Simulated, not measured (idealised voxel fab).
The process module presented herein is designated voxel transistor to metal.
Cross-section cut: width 160 nm, square cells of 5 nm.
Bands, listed from the top down, are how a cross-section gets written in this document; the cross-section itself is a grid of square cells, and a band is one or more rows of them. Per band: top height and bottom height in nm, followed by the left-to-right materials and their widths in nm; "full width" marks a single material spanning edge to edge, "air" marks empty space. Zero point of the height axis is 0; under it, received wafer = one material. Lowest band: continues down indefinitely, "0 -> down". Note: "30->40" means the width goes from the first number (top row of the band) to the second number (bottom row) in equal steps per row of cells. Given "no modification" for a step, no cell of the cross-section differs between before and after that step. Closed empty spaces (no open way to the top) of 8 cells or more are what "Closed void list" lists, each as width x height at distance from the left edge, nm for all three. Read whatever lies past the settings on a step's line as the simulator's own remark about the step. The optional step-line setting "overlay nm" applies to steps with a mask and quantifies how far to the right of its planned location the mask lay, a negative value indicating leftward placement.
Process steps (planned):
1. op RECEIVE | material Si
2. op OXIDIZE | depth nm 5
3. op CONFORMAL_DEP | material SiN | thk nm 10
4. op DIRECTIONAL_DEP | material aC | thk nm 10
5. op PATTERN | tone cover | mask id ACTIVE | material resist | width nm 120 | thk nm 25 | overlay nm 0
6. op DIRECTIONAL_ETCH | etch materials aC | depth nm 10
7. op STRIP | etch materials resist
8. op DIRECTIONAL_ETCH | etch materials SiN | depth nm 10
9. op DIRECTIONAL_ETCH | etch materials SiO2 | depth nm 5
10. op DIRECTIONAL_ETCH | etch materials Si | depth nm 20
11. op STRIP | etch materials aC
12. op OXIDIZE | depth nm 5
13. op FILL_DEP | material SiO2 | thk nm 5
14. op CMP | height nm 10
15. op SELECTIVE_ETCH | etch materials SiO2 | depth nm 5
16. op STRIP | etch materials SiN
17. op SELECTIVE_ETCH | etch materials SiO2 | depth nm 5
18. op OXIDIZE | depth nm 5
19. op DIRECTIONAL_DEP | material polySi | thk nm 30
20. op DIRECTIONAL_DEP | material SiCN | thk nm 10
21. op PATTERN | tone cover | mask id GATE | material resist | width nm 20 | thk nm 15 | overlay nm 0
22. op DIRECTIONAL_ETCH | etch materials SiCN | depth nm 20
23. op DIRECTIONAL_ETCH | etch materials polySi | depth nm 40
24. op STRIP | etch materials resist
25. op CONFORMAL_DEP | material SiN | thk nm 10
26. op DIRECTIONAL_ETCH | etch materials SiN | depth nm 10
27. op DIRECTIONAL_ETCH | etch materials SiO2 | depth nm 5
28. op EPI | material nSi | thk nm 5
29. op FILL_DEP | material SiO2 | thk nm 5
30. op CMP | height nm 35
31. op DIRECTIONAL_DEP | material SiO2 | thk nm 15
32. op MASKED_ETCH | tone open | mask id CONTACT | width nm 35 | pitch nm 65 | etch materials SiO2 | depth nm 55 | overlay nm 0
33. op CONFORMAL_DEP | material TiN | thk nm 5
34. op FILL_DEP | material Ru | thk nm 10
35. op CMP | height nm 50
36. op CONFORMAL_DEP | material SiN | thk nm 5
37. op DIRECTIONAL_DEP | material SiO2 | thk nm 25
38. op DIRECTIONAL_DEP | material aC | thk nm 15
39. op PATTERN | tone open | mask id METAL_1 | material resist | width nm 20 | pitch nm 80 | thk nm 30 | overlay nm 0
40. op DIRECTIONAL_ETCH | etch materials aC | depth nm 15
41. op STRIP | etch materials resist
42. op DIRECTIONAL_ETCH | etch materials SiO2 | depth nm 25
43. op DIRECTIONAL_ETCH | etch materials SiN | depth nm 5
44. op STRIP | etch materials aC
45. op CONFORMAL_DEP | material TiN | thk nm 5
46. op FILL_DEP | material W | thk nm 5
47. op CMP | height nm 80
48. op CONFORMAL_DEP | material SiN | thk nm 5
Run as planned: first of two wafers:
As-received wafer cross-section (after step 1):
* 0 -> down: Si full width
* Closed void list: none
After step 2, in cross-section:
* 0 -> -5: SiO2 full width
* At heights below -5, the structure remains unaltered.
After step 3, in cross-section:
* 10 -> 0: SiN full width
* At heights below 0, the structure remains unaltered.
After step 4, in cross-section:
* 20 -> 10: aC full width
* At heights below 10, the structure remains unaltered.
After step 5, in cross-section:
* 45 -> 20: 20 air | 120 resist | 20 air
* At heights below 20, the structure remains unaltered.
After step 6, in cross-section:
* 35 -> 20: 20 air | 120 resist | 20 air
* 20 -> 10: 20 air | 120 aC | 20 air
* At heights below 10, the structure remains unaltered.
After step 7, in cross-section:
* 20 -> 10: 20 air | 120 aC | 20 air
* At heights below 10, the structure remains unaltered.
After step 8, in cross-section:
* 20 -> 10: 20 air | 120 aC | 20 air
* 10 -> 0: 20 air | 120 SiN | 20 air
* At heights below 0, the structure remains unaltered.
After step 9, in cross-section:
* 20 -> 10: 20 air | 120 aC | 20 air
* 10 -> 0: 20 air | 120 SiN | 20 air
* 0 -> -5: 20 air | 120 SiO2 | 20 air
* At heights below -5, the structure remains unaltered.
After step 10, in cross-section:
* 20 -> 10: 20 air | 120 aC | 20 air
* 10 -> 0: 20 air | 120 SiN | 20 air
* 0 -> -5: 20 air | 120 SiO2 | 20 air
* -5 -> -25: 20 air | 120 Si | 20 air
* At heights below -25, the structure remains unaltered.
After step 11, in cross-section:
* 10 -> 0: 20 air | 120 SiN | 20 air
* At heights below 0, the structure remains unaltered.
After step 12, in cross-section:
* 10 -> 0: 20 air | 120 SiN | 20 air
* 0 -> -5: 20 air | 120 SiO2 | 20 air
* -5 -> -25: 20 air | 5 SiO2 | 110 Si | 5 SiO2 | 20 air
* -25 -> -30: 25 SiO2 | 110 Si | 25 SiO2
* At heights below -30, the structure remains unaltered.
After step 13, in cross-section:
* 15 -> 10: SiO2 full width
* 10 -> 0: 20 SiO2 | 120 SiN | 20 SiO2
* 0 -> -5: SiO2 full width
* -5 -> -30: 25 SiO2 | 110 Si | 25 SiO2
* At heights below -30, the structure remains unaltered.
After step 14, in cross-section:
* 10 -> 0: 20 SiO2 | 120 SiN | 20 SiO2
* At heights below 0, the structure remains unaltered.
After step 15, in cross-section:
* 10 -> 5: 20 air | 120 SiN | 20 air
* At heights below 5, the structure remains unaltered.
After step 16, in cross-section:
* 5 -> 0: 20 SiO2 | 120 air | 20 SiO2
* At heights below 0, the structure remains unaltered.
After step 17, in cross-section:
* 0 -> -5: 15 SiO2 | 130 air | 15 SiO2
* At heights below -5, the structure remains unaltered.
After step 18, in cross-section:
* 0 -> -5: 15 SiO2 | 130 air | 15 SiO2
* -5 -> -10: SiO2 full width
* At heights below -10, the structure remains unaltered.
After step 19, in cross-section:
* 30 -> 25: 15 polySi | 130 air | 15 polySi
* 25 -> 0: polySi full width
* 0 -> -5: 15 SiO2 | 130 polySi | 15 SiO2
* At heights below -5, the structure remains unaltered.
After step 20, in cross-section:
* 40 -> 35: 15 SiCN | 130 air | 15 SiCN
* 35 -> 30: SiCN full width
* 30 -> 25: 15 polySi | 130 SiCN | 15 polySi
* At heights below 25, the structure remains unaltered.
After step 21, in cross-section:
* 55 -> 40: 70 air | 20 resist | 70 air
* 40 -> 35: 15 SiCN | 55 air | 20 resist | 55 air | 15 SiCN
* At heights below 35, the structure remains unaltered.
After step 22, in cross-section:
* 55 -> 35: 70 air | 20 resist | 70 air
* 35 -> 30: 70 air | 20 SiCN | 70 air
* 30 -> 25: 15 polySi | 55 air | 20 SiCN | 55 air | 15 polySi
* At heights below 25, the structure remains unaltered.
After step 23, in cross-section:
* 55 -> 35: 70 air | 20 resist | 70 air
* 35 -> 25: 70 air | 20 SiCN | 70 air
* 25 -> 0: 70 air | 20 polySi | 70 air
* 0 -> -5: 15 SiO2 | 55 air | 20 polySi | 55 air | 15 SiO2
* At heights below -5, the structure remains unaltered.
After step 24, in cross-section:
* 35 -> 25: 70 air | 20 SiCN | 70 air
* At heights below 25, the structure remains unaltered.
After step 25, in cross-section:
* 45 -> 35: 60 air | 40 SiN | 60 air
* 35 -> 25: 60 air | 10 SiN | 20 SiCN | 10 SiN | 60 air
* 25 -> 10: 60 air | 10 SiN | 20 polySi | 10 SiN | 60 air
* 10 -> 5: 25 SiN | 35 air | 10 SiN | 20 polySi | 10 SiN | 35 air | 25 SiN
* 5 -> 0: 70 SiN | 20 polySi | 70 SiN
* 0 -> -5: 15 SiO2 | 55 SiN | 20 polySi | 55 SiN | 15 SiO2
* At heights below -5, the structure remains unaltered.
After step 26, in cross-section:
* 35 -> 25: 60 air | 10 SiN | 20 SiCN | 10 SiN | 60 air
* 25 -> 0: 60 air | 10 SiN | 20 polySi | 10 SiN | 60 air
* 0 -> -5: 15 SiO2 | 10 SiN | 35 air | 10 SiN | 20 polySi | 10 SiN | 35 air | 10 SiN | 15 SiO2
* At heights below -5, the structure remains unaltered.
After step 27, in cross-section:
* 35 -> 25: 60 air | 10 SiN | 20 SiCN | 10 SiN | 60 air
* 25 -> 0: 60 air | 10 SiN | 20 polySi | 10 SiN | 60 air
* 0 -> -5: 15 air | 10 SiN | 35 air | 10 SiN | 20 polySi | 10 SiN | 35 air | 10 SiN | 15 air
* -5 -> -10: 25 SiO2 | 35 air | 40 SiO2 | 35 air | 25 SiO2
* At heights below -10, the structure remains unaltered.
After step 28, in cross-section:
* 35 -> 25: 60 air | 10 SiN | 20 SiCN | 10 SiN | 60 air
* 25 -> 0: 60 air | 10 SiN | 20 polySi | 10 SiN | 60 air
* 0 -> -5: 15 air | 10 SiN | 35 air | 10 SiN | 20 polySi | 10 SiN | 35 air | 10 SiN | 15 air
* -5 -> -10: 25 SiO2 | 35 nSi | 40 SiO2 | 35 nSi | 25 SiO2
* At heights below -10, the structure remains unaltered.
After step 29, in cross-section:
* 40 -> 35: SiO2 full width
* 35 -> 25: 60 SiO2 | 10 SiN | 20 SiCN | 10 SiN | 60 SiO2
* 25 -> 0: 60 SiO2 | 10 SiN | 20 polySi | 10 SiN | 60 SiO2
* 0 -> -5: 15 SiO2 | 10 SiN | 35 SiO2 | 10 SiN | 20 polySi | 10 SiN | 35 SiO2 | 10 SiN | 15 SiO2
* At heights below -5, the structure remains unaltered.
After step 30, in cross-section:
* 35 -> 25: 60 SiO2 | 10 SiN | 20 SiCN | 10 SiN | 60 SiO2
* At heights below 25, the structure remains unaltered.
After step 31, in cross-section:
* 50 -> 35: SiO2 full width
* At heights below 35, the structure remains unaltered.
After step 32, in cross-section:
* 50 -> 35: 30 SiO2 | 35 air | 30 SiO2 | 35 air | 30 SiO2
* 35 -> 25: 30 SiO2 | 30 air | 10 SiN | 20 SiCN | 10 SiN | 30 air | 30 SiO2
* 25 -> 0: 30 SiO2 | 30 air | 10 SiN | 20 polySi | 10 SiN | 30 air | 30 SiO2
* 0 -> -5: 15 SiO2 | 10 SiN | 5 SiO2 | 30 air | 10 SiN | 20 polySi | 10 SiN | 30 air | 5 SiO2 | 10 SiN | 15 SiO2
* At heights below -5, the structure remains unaltered.
After step 33, in cross-section:
* 55 -> 50: 35 TiN | 25 air | 40 TiN | 25 air | 35 TiN
* 50 -> 40: 30 SiO2 | 5 TiN | 25 air | 5 TiN | 30 SiO2 | 5 TiN | 25 air | 5 TiN | 30 SiO2
* 40 -> 35: 30 SiO2 | 5 TiN | 20 air | 10 TiN | 30 SiO2 | 10 TiN | 20 air | 5 TiN | 30 SiO2
* 35 -> 25: 30 SiO2 | 5 TiN | 20 air | 5 TiN | 10 SiN | 20 SiCN | 10 SiN | 5 TiN | 20 air | 5 TiN | 30 SiO2
* 25 -> 0: 30 SiO2 | 5 TiN | 20 air | 5 TiN | 10 SiN | 20 polySi | 10 SiN | 5 TiN | 20 air | 5 TiN | 30 SiO2
* 0 -> -5: 15 SiO2 | 10 SiN | 5 SiO2 | 30 TiN | 10 SiN | 20 polySi | 10 SiN | 30 TiN | 5 SiO2 | 10 SiN | 15 SiO2
* At heights below -5, the structure remains unaltered.
After step 34, in cross-section:
* 65 -> 55: Ru full width
* 55 -> 50: 35 TiN | 25 Ru | 40 TiN | 25 Ru | 35 TiN
* 50 -> 40: 30 SiO2 | 5 TiN | 25 Ru | 5 TiN | 30 SiO2 | 5 TiN | 25 Ru | 5 TiN | 30 SiO2
* 40 -> 35: 30 SiO2 | 5 TiN | 20 Ru | 10 TiN | 30 SiO2 | 10 TiN | 20 Ru | 5 TiN | 30 SiO2
* 35 -> 25: 30 SiO2 | 5 TiN | 20 Ru | 5 TiN | 10 SiN | 20 SiCN | 10 SiN | 5 TiN | 20 Ru | 5 TiN | 30 SiO2
* 25 -> 0: 30 SiO2 | 5 TiN | 20 Ru | 5 TiN | 10 SiN | 20 polySi | 10 SiN | 5 TiN | 20 Ru | 5 TiN | 30 SiO2
* At heights below 0, the structure remains unaltered.
After step 35, in cross-section:
* 50 -> 40: 30 SiO2 | 5 TiN | 25 Ru | 5 TiN | 30 SiO2 | 5 TiN | 25 Ru | 5 TiN | 30 SiO2
* At heights below 40, the structure remains unaltered.
After step 36, in cross-section:
* 55 -> 50: SiN full width
* At heights below 50, the structure remains unaltered.
After step 37, in cross-section:
* 80 -> 55: SiO2 full width
* At heights below 55, the structure remains unaltered.
After step 38, in cross-section:
* 95 -> 80: aC full width
* At heights below 80, the structure remains unaltered.
After step 39, in cross-section:
* 125 -> 95: 30 resist | 20 air | 60 resist | 20 air | 30 resist
* At heights below 95, the structure remains unaltered.
After step 40, in cross-section:
* 110 -> 95: 30 resist | 20 air | 60 resist | 20 air | 30 resist
* 95 -> 80: 30 aC | 20 air | 60 aC | 20 air | 30 aC
* At heights below 80, the structure remains unaltered.
After step 41, in cross-section:
* 95 -> 80: 30 aC | 20 air | 60 aC | 20 air | 30 aC
* At heights below 80, the structure remains unaltered.
After step 42, in cross-section:
* 95 -> 80: 30 aC | 20 air | 60 aC | 20 air | 30 aC
* 80 -> 55: 30 SiO2 | 20 air | 60 SiO2 | 20 air | 30 SiO2
* At heights below 55, the structure remains unaltered.
After step 43, in cross-section:
* 95 -> 80: 30 aC | 20 air | 60 aC | 20 air | 30 aC
* 80 -> 55: 30 SiO2 | 20 air | 60 SiO2 | 20 air | 30 SiO2
* 55 -> 50: 30 SiN | 20 air | 60 SiN | 20 air | 30 SiN
* At heights below 50, the structure remains unaltered.
After step 44, in cross-section:
* 80 -> 55: 30 SiO2 | 20 air | 60 SiO2 | 20 air | 30 SiO2
* At heights below 55, the structure remains unaltered.
After step 45, in cross-section:
* 85 -> 80: 35 TiN | 10 air | 70 TiN | 10 air | 35 TiN
* 80 -> 55: 30 SiO2 | 5 TiN | 10 air | 5 TiN | 60 SiO2 | 5 TiN | 10 air | 5 TiN | 30 SiO2
* 55 -> 50: 30 SiN | 20 TiN | 60 SiN | 20 TiN | 30 SiN
* At heights below 50, the structure remains unaltered.
After step 46, in cross-section:
* 90 -> 85: W full width
* 85 -> 80: 35 TiN | 10 W | 70 TiN | 10 W | 35 TiN
* 80 -> 55: 30 SiO2 | 5 TiN | 10 W | 5 TiN | 60 SiO2 | 5 TiN | 10 W | 5 TiN | 30 SiO2
* At heights below 55, the structure remains unaltered.
After step 47, in cross-section:
* 80 -> 55: 30 SiO2 | 5 TiN | 10 W | 5 TiN | 60 SiO2 | 5 TiN | 10 W | 5 TiN | 30 SiO2
* At heights below 55, the structure remains unaltered.
After step 48, in cross-section:
* 85 -> 80: SiN full width
* At heights below 80, the structure remains unaltered.
The second wafer: identical to the first at the outset and in its planned sequence, differing only in that one mistake was made during processing; up to and including step 11, its path is the first wafer's path:
Second wafer, sectioned view, at step 12's planned end time:
* 10 -> 0: 20 air | 120 SiN | 20 air
* 0 -> -5: 20 air | 120 SiO2 | 20 air
* -5 -> -25: 20 air | 15 SiO2 | 90 Si | 15 SiO2 | 20 air
* -25 -> -40: 35 SiO2 | 90 Si | 35 SiO2
* At heights below -40, the structure remains unaltered.
Second wafer, sectioned view, at step 13's planned end time:
* 15 -> 10: SiO2 full width
* 10 -> 0: 20 SiO2 | 120 SiN | 20 SiO2
* 0 -> -5: SiO2 full width
* -5 -> -40: 35 SiO2 | 90 Si | 35 SiO2
* At heights below -40, the structure remains unaltered.
Second wafer, sectioned view, at step 14's planned end time:
* 10 -> 0: 20 SiO2 | 120 SiN | 20 SiO2
* At heights below 0, the structure remains unaltered.
Second wafer, sectioned view, at step 15's planned end time:
* 10 -> 5: 20 air | 120 SiN | 20 air
* At heights below 5, the structure remains unaltered.
Second wafer, sectioned view, at step 16's planned end time:
* 5 -> 0: 20 SiO2 | 120 air | 20 SiO2
* At heights below 0, the structure remains unaltered.
Second wafer, sectioned view, at step 17's planned end time:
* 0 -> -5: 15 SiO2 | 130 air | 15 SiO2
* At heights below -5, the structure remains unaltered.
Second wafer, sectioned view, at step 18's planned end time:
* 0 -> -5: 15 SiO2 | 130 air | 15 SiO2
* -5 -> -10: SiO2 full width
* At heights below -10, the structure remains unaltered.
Second wafer, sectioned view, at step 19's planned end time:
* 30 -> 25: 15 polySi | 130 air | 15 polySi
* 25 -> 0: polySi full width
* 0 -> -5: 15 SiO2 | 130 polySi | 15 SiO2
* At heights below -5, the structure remains unaltered.
Second wafer, sectioned view, at step 20's planned end time:
* 40 -> 35: 15 SiCN | 130 air | 15 SiCN
* 35 -> 30: SiCN full width
* 30 -> 25: 15 polySi | 130 SiCN | 15 polySi
* At heights below 25, the structure remains unaltered.
Second wafer, sectioned view, at step 21's planned end time:
* 55 -> 40: 70 air | 20 resist | 70 air
* 40 -> 35: 15 SiCN | 55 air | 20 resist | 55 air | 15 SiCN
* At heights below 35, the structure remains unaltered.
Second wafer, sectioned view, at step 22's planned end time:
* 55 -> 35: 70 air | 20 resist | 70 air
* 35 -> 30: 70 air | 20 SiCN | 70 air
* 30 -> 25: 15 polySi | 55 air | 20 SiCN | 55 air | 15 polySi
* At heights below 25, the structure remains unaltered.
Second wafer, sectioned view, at step 23's planned end time:
* 55 -> 35: 70 air | 20 resist | 70 air
* 35 -> 25: 70 air | 20 SiCN | 70 air
* 25 -> 0: 70 air | 20 polySi | 70 air
* 0 -> -5: 15 SiO2 | 55 air | 20 polySi | 55 air | 15 SiO2
* At heights below -5, the structure remains unaltered.
Second wafer, sectioned view, at step 24's planned end time:
* 35 -> 25: 70 air | 20 SiCN | 70 air
* At heights below 25, the structure remains unaltered.
Second wafer, sectioned view, at step 25's planned end time:
* 45 -> 35: 60 air | 40 SiN | 60 air
* 35 -> 25: 60 air | 10 SiN | 20 SiCN | 10 SiN | 60 air
* 25 -> 10: 60 air | 10 SiN | 20 polySi | 10 SiN | 60 air
* 10 -> 5: 25 SiN | 35 air | 10 SiN | 20 polySi | 10 SiN | 35 air | 25 SiN
* 5 -> 0: 70 SiN | 20 polySi | 70 SiN
* 0 -> -5: 15 SiO2 | 55 SiN | 20 polySi | 55 SiN | 15 SiO2
* At heights below -5, the structure remains unaltered.
Second wafer, sectioned view, at step 26's planned end time:
* 35 -> 25: 60 air | 10 SiN | 20 SiCN | 10 SiN | 60 air
* 25 -> 0: 60 air | 10 SiN | 20 polySi | 10 SiN | 60 air
* 0 -> -5: 15 SiO2 | 10 SiN | 35 air | 10 SiN | 20 polySi | 10 SiN | 35 air | 10 SiN | 15 SiO2
* At heights below -5, the structure remains unaltered.
Second wafer, sectioned view, at step 27's planned end time:
* 35 -> 25: 60 air | 10 SiN | 20 SiCN | 10 SiN | 60 air
* 25 -> 0: 60 air | 10 SiN | 20 polySi | 10 SiN | 60 air
* 0 -> -5: 15 air | 10 SiN | 35 air | 10 SiN | 20 polySi | 10 SiN | 35 air | 10 SiN | 15 air
* -5 -> -10: 25 SiO2 | 35 air | 40 SiO2 | 35 air | 25 SiO2
* At heights below -10, the structure remains unaltered.
Second wafer, sectioned view, at step 28's planned end time:
* 35 -> 25: 60 air | 10 SiN | 20 SiCN | 10 SiN | 60 air
* 25 -> 0: 60 air | 10 SiN | 20 polySi | 10 SiN | 60 air
* 0 -> -5: 15 air | 10 SiN | 35 air | 10 SiN | 20 polySi | 10 SiN | 35 air | 10 SiN | 15 air
* -5 -> -10: 25 SiO2 | 5 air | 30 nSi | 40 SiO2 | 30 nSi | 5 air | 25 SiO2
* At heights below -10, the structure remains unaltered.
Second wafer, sectioned view, at step 29's planned end time:
* 40 -> 35: SiO2 full width
* 35 -> 25: 60 SiO2 | 10 SiN | 20 SiCN | 10 SiN | 60 SiO2
* 25 -> 0: 60 SiO2 | 10 SiN | 20 polySi | 10 SiN | 60 SiO2
* 0 -> -5: 15 SiO2 | 10 SiN | 35 SiO2 | 10 SiN | 20 polySi | 10 SiN | 35 SiO2 | 10 SiN | 15 SiO2
* -5 -> -10: 30 SiO2 | 30 nSi | 40 SiO2 | 30 nSi | 30 SiO2
* At heights below -10, the structure remains unaltered.
Second wafer, sectioned view, at step 30's planned end time:
* 35 -> 25: 60 SiO2 | 10 SiN | 20 SiCN | 10 SiN | 60 SiO2
* At heights below 25, the structure remains unaltered.
Second wafer, sectioned view, at step 31's planned end time:
* 50 -> 35: SiO2 full width
* At heights below 35, the structure remains unaltered.
Second wafer, sectioned view, at step 32's planned end time:
* 50 -> 35: 30 SiO2 | 35 air | 30 SiO2 | 35 air | 30 SiO2
* 35 -> 25: 30 SiO2 | 30 air | 10 SiN | 20 SiCN | 10 SiN | 30 air | 30 SiO2
* 25 -> 0: 30 SiO2 | 30 air | 10 SiN | 20 polySi | 10 SiN | 30 air | 30 SiO2
* 0 -> -5: 15 SiO2 | 10 SiN | 5 SiO2 | 30 air | 10 SiN | 20 polySi | 10 SiN | 30 air | 5 SiO2 | 10 SiN | 15 SiO2
* At heights below -5, the structure remains unaltered.
Second wafer, sectioned view, at step 33's planned end time:
* 55 -> 50: 35 TiN | 25 air | 40 TiN | 25 air | 35 TiN
* 50 -> 40: 30 SiO2 | 5 TiN | 25 air | 5 TiN | 30 SiO2 | 5 TiN | 25 air | 5 TiN | 30 SiO2
* 40 -> 35: 30 SiO2 | 5 TiN | 20 air | 10 TiN | 30 SiO2 | 10 TiN | 20 air | 5 TiN | 30 SiO2
* 35 -> 25: 30 SiO2 | 5 TiN | 20 air | 5 TiN | 10 SiN | 20 SiCN | 10 SiN | 5 TiN | 20 air | 5 TiN | 30 SiO2
* 25 -> 0: 30 SiO2 | 5 TiN | 20 air | 5 TiN | 10 SiN | 20 polySi | 10 SiN | 5 TiN | 20 air | 5 TiN | 30 SiO2
* 0 -> -5: 15 SiO2 | 10 SiN | 5 SiO2 | 30 TiN | 10 SiN | 20 polySi | 10 SiN | 30 TiN | 5 SiO2 | 10 SiN | 15 SiO2
* At heights below -5, the structure remains unaltered.
Second wafer, sectioned view, at step 34's planned end time:
* 65 -> 55: Ru full width
* 55 -> 50: 35 TiN | 25 Ru | 40 TiN | 25 Ru | 35 TiN
* 50 -> 40: 30 SiO2 | 5 TiN | 25 Ru | 5 TiN | 30 SiO2 | 5 TiN | 25 Ru | 5 TiN | 30 SiO2
* 40 -> 35: 30 SiO2 | 5 TiN | 20 Ru | 10 TiN | 30 SiO2 | 10 TiN | 20 Ru | 5 TiN | 30 SiO2
* 35 -> 25: 30 SiO2 | 5 TiN | 20 Ru | 5 TiN | 10 SiN | 20 SiCN | 10 SiN | 5 TiN | 20 Ru | 5 TiN | 30 SiO2
* 25 -> 0: 30 SiO2 | 5 TiN | 20 Ru | 5 TiN | 10 SiN | 20 polySi | 10 SiN | 5 TiN | 20 Ru | 5 TiN | 30 SiO2
* At heights below 0, the structure remains unaltered.
Second wafer, sectioned view, at step 35's planned end time:
* 50 -> 40: 30 SiO2 | 5 TiN | 25 Ru | 5 TiN | 30 SiO2 | 5 TiN | 25 Ru | 5 TiN | 30 SiO2
* At heights below 40, the structure remains unaltered.
Second wafer, sectioned view, at step 36's planned end time:
* 55 -> 50: SiN full width
* At heights below 50, the structure remains unaltered.
Second wafer, sectioned view, at step 37's planned end time:
* 80 -> 55: SiO2 full width
* At heights below 55, the structure remains unaltered.
Second wafer, sectioned view, at step 38's planned end time:
* 95 -> 80: aC full width
* At heights below 80, the structure remains unaltered.
Second wafer, sectioned view, at step 39's planned end time:
* 125 -> 95: 30 resist | 20 air | 60 resist | 20 air | 30 resist
* At heights below 95, the structure remains unaltered.
Second wafer, sectioned view, at step 40's planned end time:
* 110 -> 95: 30 resist | 20 air | 60 resist | 20 air | 30 resist
* 95 -> 80: 30 aC | 20 air | 60 aC | 20 air | 30 aC
* At heights below 80, the structure remains unaltered.
Second wafer, sectioned view, at step 41's planned end time:
* 95 -> 80: 30 aC | 20 air | 60 aC | 20 air | 30 aC
* At heights below 80, the structure remains unaltered.
Second wafer, sectioned view, at step 42's planned end time:
* 95 -> 80: 30 aC | 20 air | 60 aC | 20 air | 30 aC
* 80 -> 55: 30 SiO2 | 20 air | 60 SiO2 | 20 air | 30 SiO2
* At heights below 55, the structure remains unaltered.
Second wafer, sectioned view, at step 43's planned end time:
* 95 -> 80: 30 aC | 20 air | 60 aC | 20 air | 30 aC
* 80 -> 55: 30 SiO2 | 20 air | 60 SiO2 | 20 air | 30 SiO2
* 55 -> 50: 30 SiN | 20 air | 60 SiN | 20 air | 30 SiN
* At heights below 50, the structure remains unaltered.
Second wafer, sectioned view, at step 44's planned end time:
* 80 -> 55: 30 SiO2 | 20 air | 60 SiO2 | 20 air | 30 SiO2
* At heights below 55, the structure remains unaltered.
Second wafer, sectioned view, at step 45's planned end time:
* 85 -> 80: 35 TiN | 10 air | 70 TiN | 10 air | 35 TiN
* 80 -> 55: 30 SiO2 | 5 TiN | 10 air | 5 TiN | 60 SiO2 | 5 TiN | 10 air | 5 TiN | 30 SiO2
* 55 -> 50: 30 SiN | 20 TiN | 60 SiN | 20 TiN | 30 SiN
* At heights below 50, the structure remains unaltered.
Second wafer, sectioned view, at step 46's planned end time:
* 90 -> 85: W full width
* 85 -> 80: 35 TiN | 10 W | 70 TiN | 10 W | 35 TiN
* 80 -> 55: 30 SiO2 | 5 TiN | 10 W | 5 TiN | 60 SiO2 | 5 TiN | 10 W | 5 TiN | 30 SiO2
* At heights below 55, the structure remains unaltered.
Second wafer, sectioned view, at step 47's planned end time:
* 80 -> 55: 30 SiO2 | 5 TiN | 10 W | 5 TiN | 60 SiO2 | 5 TiN | 10 W | 5 TiN | 30 SiO2
* At heights below 55, the structure remains unaltered.
Second wafer, sectioned view, at step 48's planned end time:
* 85 -> 80: SiN full width
* At heights below 80, the structure remains unaltered.
Nonconformance to the process plan: it should be noted that step 12 was executed with settings other than those planned, the operation and settings actually applied being op OXIDIZE | depth nm 15
FYI, end of process, the second wafer has more or fewer cells of some materials than the first: Si: 44 fewer, SiO2: 46 more, nSi: 2 fewer
